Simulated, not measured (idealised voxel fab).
Presented below is a process module, voxel double patterning.
Square cells of 5 nm make up the cross-section cut, whose width is 160 nm.
Bands, listed from the top down, are how a cross-section gets written in this document; the cross-section itself is a grid of square cells, and a band is one or more rows of them.
Top height, bottom height, nm. Materials left to right, width each, nm. Single material + "edge to edge" = fills band edge to edge. "air" = empty.
The level at which height equals 0 is the one under which the wafer, as it arrives, is entirely one material. No lower edge exists for the bottom band, which continues downward and is notated as in "0..down".
Width "30 to 40": first value at the band's top row of cells, second value at its bottom row, equal change from row to row.
The cross-section has no changed cell in any step marked "no alterations made".
If an empty space has no open way to the top and is at least 8 cells in size, "Fully closed voids" lists it, written width x height at distance, where distance is measured from the left edge and every value is in nm.
Step line, after settings: the simulator's comment on this step.
The optional step-line setting "overlay nm" applies to steps with a mask and quantifies how far to the right of its planned location the mask lay, a negative value indicating leftward placement.

So here's the lineup of process steps we planned:
- 1: RECEIVE [material Si]
- 2: CONFORMAL_DEP [material SiO2] [thk nm 10]
- 3: DIRECTIONAL_DEP [material W] [thk nm 10]
- 4: DIRECTIONAL_DEP [material SiCN] [thk nm 5]
- 5: DIRECTIONAL_DEP [material aC] [thk nm 15]
- 6: PATTERN [tone open] [mask id FIRST] [material resist] [width nm 15] [pitch nm 50] [thk nm 30] [overlay nm 0]
- 7: DIRECTIONAL_ETCH [etch materials aC] [depth nm 15]
- 8: STRIP [etch materials resist]
- 9: DIRECTIONAL_ETCH [etch materials SiCN] [depth nm 5]
- 10: STRIP [etch materials aC]
- 11: DIRECTIONAL_DEP [material aC] [thk nm 10]
- 12: PATTERN [tone open] [mask id SECOND] [material resist] [width nm 15] [pitch nm 50] [thk nm 30] [overlay nm 0]
- 13: DIRECTIONAL_ETCH [etch materials aC] [depth nm 10]
- 14: STRIP [etch materials resist]
- 15: DIRECTIONAL_ETCH [etch materials SiCN] [depth nm 5]
- 16: STRIP [etch materials aC]
- 17: DIRECTIONAL_ETCH [etch materials W] [depth nm 10]
- 18: STRIP [etch materials SiCN]

Incoming wafer in cross-section (state: after step 1):
> 0..down | Si edge to edge
> Fully closed voids: none

Sectioned view, first of two wafers, at the close of the module, processed as intended in the plan:
> 20..10 | W 20 nm, then air 15 nm, then W 10 nm, then air 15 nm, then W 10 nm, then air 15 nm, then W 10 nm, then air 15 nm, then W 10 nm, then air 15 nm, then W 25 nm
> 10..0 | SiO2 edge to edge
> 0..down | Si edge to edge
> Fully closed voids: none

Now the second wafer, cross-sectioned at the end of the module. Nothing different at the start, nothing different in the plan compared with the first, just one mistake when it was actually run:
> 20..10 | SiO2 edge to edge
> 10..0 | W edge to edge
> 0..down | Si edge to edge
> Fully closed voids: none
Processing error: the processing plan was not followed for steps 2 and 3, which were run with their positions exchanged
Wafer comparison, final, in cells, second relative to first, materials more or fewer: +30 W
